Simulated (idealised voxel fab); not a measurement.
The following process module bears the name voxel lift off.
For reference, the cross-section in this document is cut, with width 245 nm and square cells of 5 nm.
Cross-section, as written here: a square-cell grid given band by band from the top down, where a band holds one or more rows of cells.
Quick guide to a band line: top height, bottom height (nm) up front; then every material left to right with its width in nm. Only one material and it's marked "full width"? Then it fills the band edge to edge. And "blank" just means empty space.
Measure heights from 0. That's the level where, below it, the as-received wafer is all one material. The lowest band is bottomless and extends downward; write it as in "0 -> down".
Graded width ("30..40"): value in top row of band = first number; value in bottom row = second number; row-to-row change constant.
It should be understood that the words "nothing altered", when stated for a given step, signify that the cross-section underwent no change in any of its cells during that step.
Any empty space of 8 cells or more lacking an open way to the top shows up in "Tabulated closed voids" as width x height at distance, distance from the left edge, in nm.
Whatever follows a step's settings on its line is a remark the simulator itself makes about that step.
For masked steps, "overlay nm" on the step line gives how far right of plan the mask actually lay; a minus sign means it lay to the left.
STEPS IN THE PROCESS PLAN
step 1: RECEIVE (material Si)
step 2: CONFORMAL_DEP (material SiO2; thk nm 10)
step 3: PATTERN (tone open; mask id LINES; material resist; width nm 30; pitch nm 45; thk nm 30; overlay nm 0)
step 4: DIRECTIONAL_DEP (material Ru; thk nm 15)
step 5: STRIP (etch materials resist)
step 6: CONFORMAL_DEP (material SiCN; thk nm 5)
FIRST OF TWO WAFERS - AS PLANNED
RECEIVED-STATE CROSS-SECTION, REFLECTING COMPLETION OF STEP 1
> 0 -> down = Si full width
> Tabulated closed voids: none
SO THIS IS THE WAFER CROSS-SECTION RIGHT AFTER STEP 2
> 10 -> 0 = SiO2 full width
> Below 0, the layers are the same as they were.
SO THIS IS THE WAFER CROSS-SECTION RIGHT AFTER STEP 3
> 40 -> 10 = resist (60)  blank (30)  resist (15)  blank (30)  resist (15)  blank (30)  resist (65)
> Below 10, the layers are the same as they were.
SO THIS IS THE WAFER CROSS-SECTION RIGHT AFTER STEP 4
> 55 -> 40 = Ru (60)  blank (30)  Ru (15)  blank (30)  Ru (15)  blank (30)  Ru (65)
> 40 -> 25 = resist (60)  blank (30)  resist (15)  blank (30)  resist (15)  blank (30)  resist (65)
> 25 -> 10 = resist (60)  Ru (30)  resist (15)  Ru (30)  resist (15)  Ru (30)  resist (65)
> Below 10, the layers are the same as they were.
SO THIS IS THE WAFER CROSS-SECTION RIGHT AFTER STEP 5
> 25 -> 10 = blank (60)  Ru (30)  blank (15)  Ru (30)  blank (15)  Ru (30)  blank (65)
> Below 10, the layers are the same as they were.
SO THIS IS THE WAFER CROSS-SECTION RIGHT AFTER STEP 6
> 30 -> 25 = blank (55)  SiCN (40)  blank (5)  SiCN (40)  blank (5)  SiCN (40)  blank (60)
> 25 -> 15 = blank (55)  SiCN (5)  Ru (30)  SiCN (5)  blank (5)  SiCN (5)  Ru (30)  SiCN (5)  blank (5)  SiCN (5)  Ru (30)  SiCN (5)  blank (60)
> 15 -> 10 = SiCN (60)  Ru (30)  SiCN (15)  Ru (30)  SiCN (15)  Ru (30)  SiCN (65)
> Below 10, the layers are the same as they were.
THE SECOND WAFER WAS PREPARED FROM THE SAME STARTING POINT AND UNDER THE SAME PLAN AS THE FIRST; ITS PROCESSING CONTAINED ONE MISTAKE, AND IT REMAINS INDISTINGUISHABLE FROM THE FIRST WAFER UP TO AND INCLUDING STEP 2
SECOND WAFER AT THE PLANNED FINISH OF STEP 3, SEEN IN CROSS-SECTION
> 40 -> 10 = blank (60)  resist (30)  blank (15)  resist (30)  blank (15)  resist (30)  blank (65)
> Below 10, the layers are the same as they were.
SECOND WAFER AT THE PLANNED FINISH OF STEP 4, SEEN IN CROSS-SECTION
> 55 -> 40 = blank (60)  Ru (30)  blank (15)  Ru (30)  blank (15)  Ru (30)  blank (65)
> 40 -> 25 = blank (60)  resist (30)  blank (15)  resist (30)  blank (15)  resist (30)  blank (65)
> 25 -> 10 = Ru (60)  resist (30)  Ru (15)  resist (30)  Ru (15)  resist (30)  Ru (65)
> Below 10, the layers are the same as they were.
SECOND WAFER AT THE PLANNED FINISH OF STEP 5, SEEN IN CROSS-SECTION
> 25 -> 10 = Ru (60)  blank (30)  Ru (15)  blank (30)  Ru (15)  blank (30)  Ru (65)
> Below 10, the layers are the same as they were.
SECOND WAFER AT THE PLANNED FINISH OF STEP 6, SEEN IN CROSS-SECTION
> 30 -> 25 = SiCN (65)  blank (20)  SiCN (25)  blank (20)  SiCN (25)  blank (20)  SiCN (70)
> 25 -> 15 = Ru (60)  SiCN (5)  blank (20)  SiCN (5)  Ru (15)  SiCN (5)  blank (20)  SiCN (5)  Ru (15)  SiCN (5)  blank (20)  SiCN (5)  Ru (65)
> 15 -> 10 = Ru (60)  SiCN (30)  Ru (15)  SiCN (30)  Ru (15)  SiCN (30)  Ru (65)
> Below 10, the layers are the same as they were.
Plan not followed: step 3 off recipe, ran as PATTERN (tone cover; mask id LINES; material resist; width nm 30; pitch nm 45; thk nm 30; overlay nm 0)
Cell-count delta at end, second wafer over first, by material: Ru +39
